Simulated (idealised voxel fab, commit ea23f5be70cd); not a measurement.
Herein follows the process module entitled voxel wiring stack.
This is section cut - it's 215 nm across, gridded in 5 nm square cells.
Cross-section spec: square-cell grid; bands listed top down; each band is one or more rows. Within each band entry, the heights of the top and of the bottom of the band appear first, in that order and in nm; the materials of the band then follow from left to right, each with its corresponding width in nm. The designation "throughout" on a single material indicates that it fills the band from edge to edge; the designation "blank" indicates empty space. Measure heights from 0. That's the level where, below it, the as-received wafer is all one material. The lowest band is bottomless and extends downward; write it as in "z 0 and below". When a width is written as two numbers, as in "30 to 40", the first number is the width in the top row of cells of the band and the second is the width in its bottom row, and the width changes by the same amount from each row to the next. Take "left unchanged" at face value: in the step it is given for, the cross-section changed in none of its cells. Empty spaces without an open route to the top, at least 8 cells in extent, make up the entry "Enclosed internal voids"; each is given as width x height at distance, where the distance is measured from the left edge, and all are in nm. Read whatever lies past the settings on a step's line as the simulator's own remark about the step. overlay nm: how far to the right of its planned place the mask lay on this masked step (negative: to the left). Guide to the pairs. Each holds a before and an after cross-section around one process step; the after cross-section is cut off at the lowest band that changed. Look under the pair for the step between them and its settings. Pairs can come from different runs of this module on the same starting wafer, so a pair follows on from the one above it only where its entry headed "Before this step" says it does.
**Before this step**
	z 0 and below = Si throughout
	Enclosed internal voids: none
**Step Result**
	z 15 to 0 = SiO2 throughout
	below 0: unchanged
	Enclosed internal voids: none
Between the two cross-sections shown above, the process step is CONFORMAL_DEP | material SiO2 | thk nm 15
Before this step: The cross-section prior to this step is the one presented after the step of the pair immediately above.
**Step Result**
	z 20 to 15 = TiN throughout
	below 15: unchanged
	Enclosed internal voids: none
Between the two cross-sections shown above, the process step is DIRECTIONAL_DEP | material TiN | thk nm 5
Before this step: The cross-section prior to this step is the one presented after the step of the pair immediately above.
**Step Result**
	z 45 to 20 = Ru throughout
	below 20: unchanged
	Enclosed internal voids: none
Between the two cross-sections shown above, the process step is DIRECTIONAL_DEP | material Ru | thk nm 25
Before this step: The cross-section prior to this step is the one presented after the step of the pair immediately above.
**Step Result**
	z 65 to 45 = blank=50  resist=25  blank=20  resist=25  blank=20  resist=25  blank=50
	below 45: unchanged
	Enclosed internal voids: none
Between the two cross-sections shown above, the process step is PATTERN | tone cover | mask id METAL_1 | material resist | width nm 25 | pitch nm 45 | thk nm 20 | overlay nm 0
Before this step: The cross-section prior to this step is the one presented after the step of the pair immediately above.
**Step Result**
	z 65 to 45 = blank=50  resist=25  blank=20  resist=25  blank=20  resist=25  blank=50
	z 45 to 20 = blank=50  Ru=25  blank=20  Ru=25  blank=20  Ru=25  blank=50
	below 20: unchanged
	Enclosed internal voids: none
Between the two cross-sections shown above, the process step is DIRECTIONAL_ETCH | etch materials Ru | depth nm 25
Before this step: The cross-section prior to this step is the one presented after the step of the pair immediately above.
**Step Result**
	z 65 to 45 = blank=50  resist=25  blank=20  resist=25  blank=20  resist=25  blank=50
	z 45 to 20 = blank=50  Ru=25  blank=20  Ru=25  blank=20  Ru=25  blank=50
	z 20 to 15 = blank=50  TiN=25  blank=20  TiN=25  blank=20  TiN=25  blank=50
	below 15: unchanged
	Enclosed internal voids: none
Between the two cross-sections shown above, the process step is DIRECTIONAL_ETCH | etch materials TiN | depth nm 5
Before this step: The cross-section prior to this step is the one presented after the step of the pair immediately above.
**Step Result**
	z 45 to 20 = blank=50  Ru=25  blank=20  Ru=25  blank=20  Ru=25  blank=50
	below 20: unchanged
	Enclosed internal voids: none
Between the two cross-sections shown above, the process step is STRIP | etch materials resist
Before this step: The cross-section prior to this step is the one presented after the step of the pair immediately above.
**Step Result**
	z 50 to 45 = lowk throughout
	z 45 to 20 = lowk=50  Ru=25  lowk=20  Ru=25  lowk=20  Ru=25  lowk=50
	z 20 to 15 = lowk=50  TiN=25  lowk=20  TiN=25  lowk=20  TiN=25  lowk=50
	below 15: unchanged
	Enclosed internal voids: none
Between the two cross-sections shown above, the process step is FILL_DEP | material lowk | thk nm 5
Before this step: The cross-section prior to this step is the one presented after the step of the pair immediately above.
**Step Result**
	z 45 to 20 = lowk=50  Ru=25  lowk=20  Ru=25  lowk=20  Ru=25  lowk=50
	below 20: unchanged
	Enclosed internal voids: none
Between the two cross-sections shown above, the process step is CMP | height nm 45
Before this step: The cross-section prior to this step is the one presented after the step of the pair immediately above.
**Step Result**
	z 50 to 45 = SiCN throughout
	below 45: unchanged
	Enclosed internal voids: none
Between the two cross-sections shown above, the process step is CONFORMAL_DEP | material SiCN | thk nm 5
Before this step: The cross-section prior to this step is the one presented after the step of the pair immediately above.
**Step Result**
	z 70 to 50 = lowk throughout
	below 50: unchanged
	Enclosed internal voids: none
Between the two cross-sections shown above, the process step is DIRECTIONAL_DEP | material lowk | thk nm 20
Before this step: The cross-section prior to this step is the one presented after the step of the pair immediately above.
**Step Result**
	z 90 to 70 = resist=50  blank=15  resist=30  blank=15  resist=30  blank=15  resist=60
	below 70: unchanged
	Enclosed internal voids: none
Between the two cross-sections shown above, the process step is PATTERN | tone open | mask id PLUG_1 | material resist | width nm 15 | pitch nm 45 | thk nm 20 | overlay nm 0
Before this step: The cross-section prior to this step is the one presented after the step of the pair immediately above.
**Step Result**
	z 90 to 70 = resist=50  blank=15  resist=30  blank=15  resist=30  blank=15  resist=60
	z 70 to 50 = lowk=50  blank=15  lowk=30  blank=15  lowk=30  blank=15  lowk=60
	below 50: unchanged
	Enclosed internal voids: none
Between the two cross-sections shown above, the process step is DIRECTIONAL_ETCH | etch materials lowk | depth nm 20
Before this step: The cross-section prior to this step is the one presented after the step of the pair immediately above.
**Step Result**
	z 90 to 70 = resist=50  blank=15  resist=30  blank=15  resist=30  blank=15  resist=60
	z 70 to 50 = lowk=50  blank=15  lowk=30  blank=15  lowk=30  blank=15  lowk=60
	z 50 to 45 = SiCN=50  blank=15  SiCN=30  blank=15  SiCN=30  blank=15  SiCN=60
	below 45: unchanged
	Enclosed internal voids: none
Between the two cross-sections shown above, the process step is DIRECTIONAL_ETCH | etch materials SiCN | depth nm 5
Before this step: The cross-section prior to this step is the one presented after the step of the pair immediately above.
**Step Result**
	z 70 to 50 = lowk=50  blank=15  lowk=30  blank=15  lowk=30  blank=15  lowk=60
	below 50: unchanged
	Enclosed internal voids: none
Between the two cross-sections shown above, the process step is STRIP | etch materials resist
Before this step: The cross-section prior to this step is the one presented after the step of the pair immediately above.
**Step Result**
	z 70 to 55 = lowk=50  blank=15  lowk=30  blank=15  lowk=30  blank=15  lowk=60
	z 55 to 50 = lowk=50  Ru=15  lowk=30  Ru=15  lowk=30  Ru=15  lowk=60
	z 50 to 45 = SiCN=50  Ru=15  SiCN=30  Ru=15  SiCN=30  Ru=15  SiCN=60
	below 45: unchanged
	Enclosed internal voids: none
Between the two cross-sections shown above, the process step is EPI | material Ru | thk nm 10
Before this step: The cross-section prior to this step is the one presented after the step of the pair immediately above.
**Step Result**
	z 70 to 65 = lowk=50  blank=15  lowk=30  blank=15  lowk=30  blank=15  lowk=60
	z 65 to 50 = lowk=50  Ru=15  lowk=30  Ru=15  lowk=30  Ru=15  lowk=60
	below 50: unchanged
	Enclosed internal voids: none
Between the two cross-sections shown above, the process step is EPI | material Ru | thk nm 10
Before this step: The cross-section prior to this step is the one presented after the step of the pair immediately above.
**Step Result**
	z 70 to 50 = lowk=50  Ru=15  lowk=30  Ru=15  lowk=30  Ru=15  lowk=60
	below 50: unchanged
	Enclosed internal voids: none
Between the two cross-sections shown above, the process step is EPI | material Ru | thk nm 5
Before this step: The cross-section prior to this step is the one presented after the step of the pair immediately above.
**Step Result**
	z 75 to 70 = TiN throughout
	below 70: unchanged
	Enclosed internal voids: none
Between the two cross-sections shown above, the process step is DIRECTIONAL_DEP | material TiN | thk nm 5
Before this step: The cross-section prior to this step is the one presented after the step of the pair immediately above.
**Step Result**
	z 90 to 75 = W throughout
	below 75: unchanged
	Enclosed internal voids: none
Between the two cross-sections shown above, the process step is DIRECTIONAL_DEP | material W | thk nm 15
Before this step: The cross-section prior to this step is the one presented after the step of the pair immediately above.
**Step Result**
	z 105 to 90 = blank=50  resist=25  blank=20  resist=25  blank=20  resist=25  blank=50
	below 90: unchanged
	Enclosed internal voids: none
Between the two cross-sections shown above, the process step is PATTERN | tone cover | mask id METAL_2 | material resist | width nm 25 | pitch nm 45 | thk nm 15 | overlay nm 0
Before this step: The cross-section prior to this step is the one presented after the step of the pair immediately above.
**Step Result**
	z 105 to 90 = blank=50  resist=25  blank=20  resist=25  blank=20  resist=25  blank=50
	z 90 to 75 = blank=50  W=25  blank=20  W=25  blank=20  W=25  blank=50
	below 75: unchanged
	Enclosed internal voids: none
Between the two cross-sections shown above, the process step is DIRECTIONAL_ETCH | etch materials W | depth nm 15
Before this step: The cross-section prior to this step is the one presented after the step of the pair immediately above.
**Step Result**
	z 105 to 90 = blank=50  resist=25  blank=20  resist=25  blank=20  resist=25  blank=50
	z 90 to 75 = blank=50  W=25  blank=20  W=25  blank=20  W=25  blank=50
	z 75 to 70 = blank=50  TiN=25  blank=20  TiN=25  blank=20  TiN=25  blank=50
	below 70: unchanged
	Enclosed internal voids: none
Between the two cross-sections shown above, the process step is DIRECTIONAL_ETCH | etch materials TiN | depth nm 5
Before this step: The cross-section prior to this step is the one presented after the step of the pair immediately above.
**Step Result**
	z 90 to 75 = blank=50  W=25  blank=20  W=25  blank=20  W=25  blank=50
	below 75: unchanged
	Enclosed internal voids: none
Between the two cross-sections shown above, the process step is STRIP | etch materials resist
Before this step: The cross-section prior to this step is the one presented after the step of the pair immediately above.
**Step Result**
	z 95 to 90 = blank=45  SiN=35  blank=10  SiN=35  blank=10  SiN=35  blank=45
	z 90 to 75 = blank=45  SiN=5  W=25  SiN=5  blank=10  SiN=5  W=25  SiN=5  blank=10  SiN=5  W=25  SiN=5  blank=45
	z 75 to 70 = SiN=50  TiN=25  SiN=20  TiN=25  SiN=20  TiN=25  SiN=50
	below 70: unchanged
	Enclosed internal voids: none
Between the two cross-sections shown above, the process step is CONFORMAL_DEP | material SiN | thk nm 5
Before this step: The cross-section prior to this step is the one presented after the step of the pair immediately above.
**Step Result**
	z 100 to 95 = SiO2 throughout
	z 95 to 90 = SiO2=45  SiN=35  SiO2=10  SiN=35  SiO2=10  SiN=35  SiO2=45
	z 90 to 75 = SiO2=45  SiN=5  W=25  SiN=5  SiO2=10  SiN=5  W=25  SiN=5  SiO2=10  SiN=5  W=25  SiN=5  SiO2=45
	below 75: unchanged
	Enclosed internal voids: none
Between the two cross-sections shown above, the process step is FILL_DEP | material SiO2 | thk nm 5
Before this step: The cross-section prior to this step is the one presented after the step of the pair immediately above.
**Step Result**
	z 90 to 75 = SiO2=45  SiN=5  W=25  SiN=5  SiO2=10  SiN=5  W=25  SiN=5  SiO2=10  SiN=5  W=25  SiN=5  SiO2=45
	below 75: unchanged
	Enclosed internal voids: none
Between the two cross-sections shown above, the process step is CMP | height nm 90
Before this step: The cross-section prior to this step is the one presented after the step of the pair immediately above.
**Step Result**
	z 95 to 90 = SiN throughout
	below 90: unchanged
	Enclosed internal voids: none
Between the two cross-sections shown above, the process step is CONFORMAL_DEP | material SiN | thk nm 5
**Before this step**
	z 70 to 50 = lowk=50  Ru=15  lowk=30  Ru=15  lowk=30  Ru=15  lowk=60
	z 50 to 45 = SiCN=50  Ru=15  SiCN=30  Ru=15  SiCN=30  Ru=15  SiCN=60
	z 45 to 20 = lowk=50  Ru=25  lowk=20  Ru=25  lowk=20  Ru=25  lowk=50
	z 20 to 15 = lowk=50  TiN=25  lowk=20  TiN=25  lowk=20  TiN=25  lowk=50
	z 15 to 0 = SiO2 throughout
	z 0 and below = Si throughout
	Enclosed internal voids: none
**Step Result**
	z 85 to 70 = W throughout
	below 70: unchanged
	Enclosed internal voids: none
Between the two cross-sections shown above, the process step is DIRECTIONAL_DEP | material W | thk nm 15
Before this step: The cross-section prior to this step is the one presented after the step of the pair immediately above.
**Step Result**
	z 100 to 85 = blank=50  resist=25  blank=20  resist=25  blank=20  resist=25  blank=50
	below 85: unchanged
	Enclosed internal voids: none
Between the two cross-sections shown above, the process step is PATTERN | tone cover | mask id METAL_2 | material resist | width nm 25 | pitch nm 45 | thk nm 15 | overlay nm 0
Before this step: The cross-section prior to this step is the one presented after the step of the pair immediately above.
**Step Result**
	z 100 to 85 = blank=50  resist=25  blank=20  resist=25  blank=20  resist=25  blank=50
	z 85 to 70 = blank=50  W=25  blank=20  W=25  blank=20  W=25  blank=50
	below 70: unchanged
	Enclosed internal voids: none
Between the two cross-sections shown above, the process step is DIRECTIONAL_ETCH | etch materials W | depth nm 15
Before this step: The cross-section prior to this step is the one presented after the step of the pair immediately above.
**Step Result**
	z 85 to 70 = blank=50  W=25  blank=20  W=25  blank=20  W=25  blank=50
	below 70: unchanged
	Enclosed internal voids: none
Between the two cross-sections shown above, the process step is STRIP | etch materials resist
Before this step: The cross-section prior to this step is the one presented after the step of the pair immediately above.
**Step Result**
	z 90 to 85 = blank=45  SiN=35  blank=10  SiN=35  blank=10  SiN=35  blank=45
	z 85 to 75 = blank=45  SiN=5  W=25  SiN=5  blank=10  SiN=5  W=25  SiN=5  blank=10  SiN=5  W=25  SiN=5  blank=45
	z 75 to 70 = SiN=50  W=25  SiN=20  W=25  SiN=20  W=25  SiN=50
	below 70: unchanged
	Enclosed internal voids: none
Between the two cross-sections shown above, the process step is CONFORMAL_DEP | material SiN | thk nm 5
Before this step: The cross-section prior to this step is the one presented after the step of the pair immediately above.
**Step Result**
	z 95 to 90 = SiO2 throughout
	z 90 to 85 = SiO2=45  SiN=35  SiO2=10  SiN=35  SiO2=10  SiN=35  SiO2=45
	z 85 to 75 = SiO2=45  SiN=5  W=25  SiN=5  SiO2=10  SiN=5  W=25  SiN=5  SiO2=10  SiN=5  W=25  SiN=5  SiO2=45
	below 75: unchanged
	Enclosed internal voids: none
Between the two cross-sections shown above, the process step is FILL_DEP | material SiO2 | thk nm 5
Before this step: The cross-section prior to this step is the one presented after the step of the pair immediately above.
**Step Result**
	z 90 to 85 = SiO2=45  SiN=35  SiO2=10  SiN=35  SiO2=10  SiN=35  SiO2=45
	below 85: unchanged
	Enclosed internal voids: none
Between the two cross-sections shown above, the process step is CMP | height nm 90
Before this step: The cross-section prior to this step is the one presented after the step of the pair immediately above.
**Step Result**
	z 95 to 90 = SiN throughout
	below 90: unchanged
	Enclosed internal voids: none
Between the two cross-sections shown above, the process step is CONFORMAL_DEP | material SiN | thk nm 5
**Before this step**
	z 70 to 50 = lowk throughout
	z 50 to 45 = SiCN throughout
	z 45 to 20 = lowk=50  Ru=25  lowk=20  Ru=25  lowk=20  Ru=25  lowk=50
	z 20 to 15 = lowk=50  TiN=25  lowk=20  TiN=25  lowk=20  TiN=25  lowk=50
	z 15 to 0 = SiO2 throughout
	z 0 and below = Si throughout
	Enclosed internal voids: none
**Step Result**
	z 90 to 50 = lowk throughout
	below 50: unchanged
	Enclosed internal voids: none
Between the two cross-sections shown above, the process step is DIRECTIONAL_DEP | material lowk | thk nm 20
Before this step: The cross-section prior to this step is the one presented after the step of the pair immediately above.
**Step Result**
	z 110 to 90 = resist=50  blank=15  resist=30  blank=15  resist=30  blank=15  resist=60
	below 90: unchanged
	Enclosed internal voids: none
Between the two cross-sections shown above, the process step is PATTERN | tone open | mask id PLUG_1 | material resist | width nm 15 | pitch nm 45 | thk nm 20 | overlay nm 0
Before this step: The cross-section prior to this step is the one presented after the step of the pair immediately above.
**Step Result**
	z 110 to 90 = resist=50  blank=15  resist=30  blank=15  resist=30  blank=15  resist=60
	z 90 to 70 = lowk=50  blank=15  lowk=30  blank=15  lowk=30  blank=15  lowk=60
	below 70: unchanged
	Enclosed internal voids: none
Between the two cross-sections shown above, the process step is DIRECTIONAL_ETCH | etch materials lowk | depth nm 20
Before this step: The cross-section prior to this step is the one presented after the step of the pair immediately above.
**Step Result**
	z 90 to 70 = lowk=50  blank=15  lowk=30  blank=15  lowk=30  blank=15  lowk=60
	below 70: unchanged
	Enclosed internal voids: none
Between the two cross-sections shown above, the process step is STRIP | etch materials resist
Before this step: The cross-section prior to this step is the one presented after the step of the pair immediately above.
**Step Result**
	z 95 to 90 = TiN=50  blank=15  TiN=30  blank=15  TiN=30  blank=15  TiN=60
	z 90 to 75 = lowk=50  blank=15  lowk=30  blank=15  lowk=30  blank=15  lowk=60
	z 75 to 70 = lowk=50  TiN=15  lowk=30  TiN=15  lowk=30  TiN=15  lowk=60
	below 70: unchanged
	Enclosed internal voids: none
Between the two cross-sections shown above, the process step is DIRECTIONAL_DEP | material TiN | thk nm 5
Before this step: The cross-section prior to this step is the one presented after the step of the pair immediately above.
**Step Result**
	z 110 to 95 = W=50  blank=15  W=30  blank=15  W=30  blank=15  W=60
	z 95 to 90 = TiN=50  blank=15  TiN=30  blank=15  TiN=30  blank=15  TiN=60
	z 90 to 75 = lowk=50  W=15  lowk=30  W=15  lowk=30  W=15  lowk=60
	below 75: unchanged
	Enclosed internal voids: none
Between the two cross-sections shown above, the process step is DIRECTIONAL_DEP | material W | thk nm 15
Before this step: The cross-section prior to this step is the one presented after the step of the pair immediately above.
**Step Result**
	z 125 to 110 = blank=50  resist=25  blank=20  resist=25  blank=20  resist=25  blank=50
	z 110 to 95 = W=50  resist=15  W=30  resist=15  W=30  resist=15  W=60
	z 95 to 90 = TiN=50  resist=15  TiN=30  resist=15  TiN=30  resist=15  TiN=60
	below 90: unchanged
	Enclosed internal voids: none
Between the two cross-sections shown above, the process step is PATTERN | tone cover | mask id METAL_2 | material resist | width nm 25 | pitch nm 45 | thk nm 15 | overlay nm 0
Before this step: The cross-section prior to this step is the one presented after the step of the pair immediately above.
**Step Result**
	z 125 to 110 = blank=50  resist=25  blank=20  resist=25  blank=20  resist=25  blank=50
	z 110 to 95 = blank=50  resist=15  W=10  blank=20  resist=15  W=10  blank=20  resist=15  W=10  blank=50
	below 95: unchanged
	Enclosed internal voids: none
Between the two cross-sections shown above, the process step is DIRECTIONAL_ETCH | etch materials W | depth nm 15
Before this step: The cross-section prior to this step is the one presented after the step of the pair immediately above.
**Step Result**
	z 125 to 110 = blank=50  resist=25  blank=20  resist=25  blank=20  resist=25  blank=50
	z 110 to 95 = blank=50  resist=15  W=10  blank=20  resist=15  W=10  blank=20  resist=15  W=10  blank=50
	z 95 to 90 = blank=50  resist=15  TiN=10  blank=20  resist=15  TiN=10  blank=20  resist=15  TiN=10  blank=50
	below 90: unchanged
	Enclosed internal voids: none
Between the two cross-sections shown above, the process step is DIRECTIONAL_ETCH | etch materials TiN | depth nm 5
Before this step: The cross-section prior to this step is the one presented after the step of the pair immediately above.
**Step Result**
	z 110 to 95 = blank=65  W=10  blank=35  W=10  blank=35  W=10  blank=50
	z 95 to 90 = blank=65  TiN=10  blank=35  TiN=10  blank=35  TiN=10  blank=50
	below 90: unchanged
	Enclosed internal voids: none
Between the two cross-sections shown above, the process step is STRIP | etch materials resist
Before this step: The cross-section prior to this step is the one presented after the step of the pair immediately above.
**Step Result**
	z 115 to 110 = blank=60  SiN=20  blank=25  SiN=20  blank=25  SiN=20  blank=45
	z 110 to 95 = blank=60  SiN=5  W=10  SiN=5  blank=25  SiN=5  W=10  SiN=5  blank=25  SiN=5  W=10  SiN=5  blank=45
	z 95 to 90 = SiN=65  TiN=10  SiN=35  TiN=10  SiN=35  TiN=10  SiN=50
	below 90: unchanged
	Enclosed internal voids: none
Between the two cross-sections shown above, the process step is CONFORMAL_DEP | material SiN | thk nm 5
Before this step: The cross-section prior to this step is the one presented after the step of the pair immediately above.
**Step Result**
	z 120 to 115 = SiO2 throughout
	z 115 to 110 = SiO2=60  SiN=20  SiO2=25  SiN=20  SiO2=25  SiN=20  SiO2=45
	z 110 to 95 = SiO2=60  SiN=5  W=10  SiN=5  SiO2=25  SiN=5  W=10  SiN=5  SiO2=25  SiN=5  W=10  SiN=5  SiO2=45
	below 95: unchanged
	Enclosed internal voids: none
Between the two cross-sections shown above, the process step is FILL_DEP | material SiO2 | thk nm 5
Before this step: The cross-section prior to this step is the one presented after the step of the pair immediately above.
**Step Result**
	z 90 to 75 = lowk=50  W=15  lowk=30  W=15  lowk=30  W=15  lowk=60
	below 75: unchanged
	Enclosed internal voids: none
Between the two cross-sections shown above, the process step is CMP | height nm 90
Before this step: The cross-section prior to this step is the one presented after the step of the pair immediately above.
**Step Result**
	z 95 to 90 = SiN throughout
	below 90: unchanged
	Enclosed internal voids: none
Between the two cross-sections shown above, the process step is CONFORMAL_DEP | material SiN | thk nm 5
**Before this step**
	z 70 to 65 = lowk=50  blank=15  lowk=30  blank=15  lowk=30  blank=15  lowk=60
	z 65 to 50 = lowk=50  Ru=15  lowk=30  Ru=15  lowk=30  Ru=15  lowk=60
	z 50 to 45 = SiCN=50  Ru=15  SiCN=30  Ru=15  SiCN=30  Ru=15  SiCN=60
	z 45 to 20 = lowk=50  Ru=25  lowk=20  Ru=25  lowk=20  Ru=25  lowk=50
	z 20 to 15 = lowk=50  TiN=25  lowk=20  TiN=25  lowk=20  TiN=25  lowk=50
	z 15 to 0 = SiO2 throughout
	z 0 and below = Si throughout
	Enclosed internal voids: none
**Step Result**
	z 75 to 70 = TiN=50  blank=15  TiN=30  blank=15  TiN=30  blank=15  TiN=60
	z 70 to 65 = lowk=50  TiN=15  lowk=30  TiN=15  lowk=30  TiN=15  lowk=60
	below 65: unchanged
	Enclosed internal voids: none
Between the two cross-sections shown above, the process step is DIRECTIONAL_DEP | material TiN | thk nm 5
Before this step: The cross-section prior to this step is the one presented after the step of the pair immediately above.
**Step Result**
	z 80 to 75 = Ru=55  blank=5  Ru=40  blank=5  Ru=40  blank=5  Ru=65
	z 75 to 70 = TiN=50  Ru=15  TiN=30  Ru=15  TiN=30  Ru=15  TiN=60
	below 70: unchanged
	Enclosed internal voids: none
Between the two cross-sections shown above, the process step is EPI | material Ru | thk nm 5
Before this step: The cross-section prior to this step is the one presented after the step of the pair immediately above.
**Step Result**
	z 95 to 90 = W=55  blank=5  W=40  blank=5  W=40  blank=5  W=65
	z 90 to 80 = W throughout
	z 80 to 75 = Ru=55  W=5  Ru=40  W=5  Ru=40  W=5  Ru=65
	below 75: unchanged
	Enclosed internal voids: none
Between the two cross-sections shown above, the process step is DIRECTIONAL_DEP | material W | thk nm 15
Before this step: The cross-section prior to this step is the one presented after the step of the pair immediately above.
**Step Result**
	z 110 to 95 = blank=50  resist=25  blank=20  resist=25  blank=20  resist=25  blank=50
	z 95 to 90 = W=55  resist=5  W=40  resist=5  W=40  resist=5  W=65
	below 90: unchanged
	Enclosed internal voids: none
Between the two cross-sections shown above, the process step is PATTERN | tone cover | mask id METAL_2 | material resist | width nm 25 | pitch nm 45 | thk nm 15 | overlay nm 0
Before this step: The cross-section prior to this step is the one presented after the step of the pair immediately above.
**Step Result**
	z 110 to 95 = blank=50  resist=25  blank=20  resist=25  blank=20  resist=25  blank=50
	z 95 to 90 = blank=50  W=5  resist=5  W=15  blank=20  W=5  resist=5  W=15  blank=20  W=5  resist=5  W=15  blank=50
	z 90 to 80 = blank=50  W=25  blank=20  W=25  blank=20  W=25  blank=50
	below 80: unchanged
	Enclosed internal voids: none
Between the two cross-sections shown above, the process step is DIRECTIONAL_ETCH | etch materials W | depth nm 15
Before this step: The cross-section prior to this step is the one presented after the step of the pair immediately above.
**Step Result**
	z 95 to 90 = blank=50  W=5  blank=5  W=15  blank=20  W=5  blank=5  W=15  blank=20  W=5  blank=5  W=15  blank=50
	below 90: unchanged
	Enclosed internal voids: none
Between the two cross-sections shown above, the process step is STRIP | etch materials resist
Before this step: The cross-section prior to this step is the one presented after the step of the pair immediately above.
**Step Result**
	z 100 to 95 = blank=45  SiN=35  blank=10  SiN=35  blank=10  SiN=35  blank=45
	z 95 to 90 = blank=45  SiN=5  W=5  SiN=5  W=15  SiN=5  blank=10  SiN=5  W=5  SiN=5  W=15  SiN=5  blank=10  SiN=5  W=5  SiN=5  W=15  SiN=5  blank=45
	z 90 to 85 = blank=45  SiN=5  W=25  SiN=5  blank=10  SiN=5  W=25  SiN=5  blank=10  SiN=5  W=25  SiN=5  blank=45
	z 85 to 80 = SiN=50  W=25  SiN=20  W=25  SiN=20  W=25  SiN=50
	below 80: unchanged
	Enclosed internal voids: none
Between the two cross-sections shown above, the process step is CONFORMAL_DEP | material SiN | thk nm 5
Before this step: The cross-section prior to this step is the one presented after the step of the pair immediately above.
**Step Result**
	z 105 to 100 = SiO2 throughout
	z 100 to 95 = SiO2=45  SiN=35  SiO2=10  SiN=35  SiO2=10  SiN=35  SiO2=45
	z 95 to 90 = SiO2=45  SiN=5  W=5  SiN=5  W=15  SiN=5  SiO2=10  SiN=5  W=5  SiN=5  W=15  SiN=5  SiO2=10  SiN=5  W=5  SiN=5  W=15  SiN=5  SiO2=45
	z 90 to 85 = SiO2=45  SiN=5  W=25  SiN=5  SiO2=10  SiN=5  W=25  SiN=5  SiO2=10  SiN=5  W=25  SiN=5  SiO2=45
	below 85: unchanged
	Enclosed internal voids: none
Between the two cross-sections shown above, the process step is FILL_DEP | material SiO2 | thk nm 5
Before this step: The cross-section prior to this step is the one presented after the step of the pair immediately above.
**Step Result**
	z 90 to 85 = SiO2=45  SiN=5  W=25  SiN=5  SiO2=10  SiN=5  W=25  SiN=5  SiO2=10  SiN=5  W=25  SiN=5  SiO2=45
	below 85: unchanged
	Enclosed internal voids: none
Between the two cross-sections shown above, the process step is CMP | height nm 90
Before this step: The cross-section prior to this step is the one presented after the step of the pair immediately above.
**Step Result**
	z 95 to 90 = SiN throughout
	below 90: unchanged
	Enclosed internal voids: none
Between the two cross-sections shown above, the process step is CONFORMAL_DEP | material SiN | thk nm 5
**Before this step**
	z 90 to 75 = blank=50  W=25  blank=20  W=25  blank=20  W=25  blank=50
	z 75 to 70 = blank=50  TiN=25  blank=20  TiN=25  blank=20  TiN=25  blank=50
	z 70 to 50 = lowk=50  Ru=15  lowk=30  Ru=15  lowk=30  Ru=15  lowk=60
	z 50 to 45 = SiCN=50  Ru=15  SiCN=30  Ru=15  SiCN=30  Ru=15  SiCN=60
	z 45 to 20 = lowk=50  Ru=25  lowk=20  Ru=25  lowk=20  Ru=25  lowk=50
	z 20 to 15 = lowk=50  TiN=25  lowk=20  TiN=25  lowk=20  TiN=25  lowk=50
	z 15 to 0 = SiO2 throughout
	z 0 and below = Si throughout
	Enclosed internal voids: none
**Step Result**
	z 105 to 90 = blank=35  SiN=145  blank=35
	z 90 to 85 = blank=35  SiN=15  W=25  SiN=20  W=25  SiN=20  W=25  SiN=15  blank=35
	z 85 to 75 = SiN=50  W=25  SiN=20  W=25  SiN=20  W=25  SiN=50
	z 75 to 70 = SiN=50  TiN=25  SiN=20  TiN=25  SiN=20  TiN=25  SiN=50
	below 70: unchanged
	Enclosed internal voids: none
Between the two cross-sections shown above, the process step is CONFORMAL_DEP | material SiN | thk nm 15
Before this step: The cross-section prior to this step is the one presented after the step of the pair immediately above.
**Step Result**
	z 110 to 105 = SiO2 throughout
	z 105 to 90 = SiO2=35  SiN=145  SiO2=35
	z 90 to 85 = SiO2=35  SiN=15  W=25  SiN=20  W=25  SiN=20  W=25  SiN=15  SiO2=35
	below 85: unchanged
	Enclosed internal voids: none
Between the two cross-sections shown above, the process step is FILL_DEP | material SiO2 | thk nm 5
Before this step: The cross-section prior to this step is the one presented after the step of the pair immediately above.
**Step Result**
	z 90 to 85 = SiO2=35  SiN=15  W=25  SiN=20  W=25  SiN=20  W=25  SiN=15  SiO2=35
	below 85: unchanged
	Enclosed internal voids: none
Between the two cross-sections shown above, the process step is CMP | height nm 90
Before this step: The cross-section prior to this step is the one presented after the step of the pair immediately above.
**Step Result**
	z 95 to 90 = SiN throughout
	below 90: unchanged
	Enclosed internal voids: none
Between the two cross-sections shown above, the process step is CONFORMAL_DEP | material SiN | thk nm 5
**Before this step**
	z 90 to 75 = W throughout
	z 75 to 70 = TiN throughout
	z 70 to 50 = lowk=50  Ru=15  lowk=30  Ru=15  lowk=30  Ru=15  lowk=60
	z 50 to 45 = SiCN=50  Ru=15  SiCN=30  Ru=15  SiCN=30  Ru=15  SiCN=60
	z 45 to 20 = lowk=50  Ru=25  lowk=20  Ru=25  lowk=20  Ru=25  lowk=50
	z 20 to 15 = lowk=50  TiN=25  lowk=20  TiN=25  lowk=20  TiN=25  lowk=50
	z 15 to 0 = SiO2 throughout
	z 0 and below = Si throughout
	Enclosed internal voids: none
**Step Result**
	z 105 to 90 = blank=50  resist=30  blank=15  resist=30  blank=15  resist=30  blank=45
	below 90: unchanged
	Enclosed internal voids: none
Between the two cross-sections shown above, the process step is PATTERN | tone cover | mask id METAL_2 | material resist | width nm 30 | pitch nm 45 | thk nm 15 | overlay nm 0
Before this step: The cross-section prior to this step is the one presented after the step of the pair immediately above.
**Step Result**
	z 105 to 90 = blank=50  resist=30  blank=15  resist=30  blank=15  resist=30  blank=45
	z 90 to 75 = blank=50  W=30  blank=15  W=30  blank=15  W=30  blank=45
	below 75: unchanged
	Enclosed internal voids: none
Between the two cross-sections shown above, the process step is DIRECTIONAL_ETCH | etch materials W | depth nm 15
Before this step: The cross-section prior to this step is the one presented after the step of the pair immediately above.
**Step Result**
	z 105 to 90 = blank=50  resist=30  blank=15  resist=30  blank=15  resist=30  blank=45
	z 90 to 75 = blank=50  W=30  blank=15  W=30  blank=15  W=30  blank=45
	z 75 to 70 = blank=50  TiN=30  blank=15  TiN=30  blank=15  TiN=30  blank=45
	below 70: unchanged
	Enclosed internal voids: none
Between the two cross-sections shown above, the process step is DIRECTIONAL_ETCH | etch materials TiN | depth nm 5
Before this step: The cross-section prior to this step is the one presented after the step of the pair immediately above.
**Step Result**
	z 90 to 75 = blank=50  W=30  blank=15  W=30  blank=15  W=30  blank=45
	below 75: unchanged
	Enclosed internal voids: none
Between the two cross-sections shown above, the process step is STRIP | etch materials resist
Before this step: The cross-section prior to this step is the one presented after the step of the pair immediately above.
**Step Result**
	z 95 to 90 = blank=45  SiN=40  blank=5  SiN=40  blank=5  SiN=40  blank=40
	z 90 to 75 = blank=45  SiN=5  W=30  SiN=5  blank=5  SiN=5  W=30  SiN=5  blank=5  SiN=5  W=30  SiN=5  blank=40
	z 75 to 70 = SiN=50  TiN=30  SiN=15  TiN=30  SiN=15  TiN=30  SiN=45
	below 70: unchanged
	Enclosed internal voids: none
Between the two cross-sections shown above, the process step is CONFORMAL_DEP | material SiN | thk nm 5
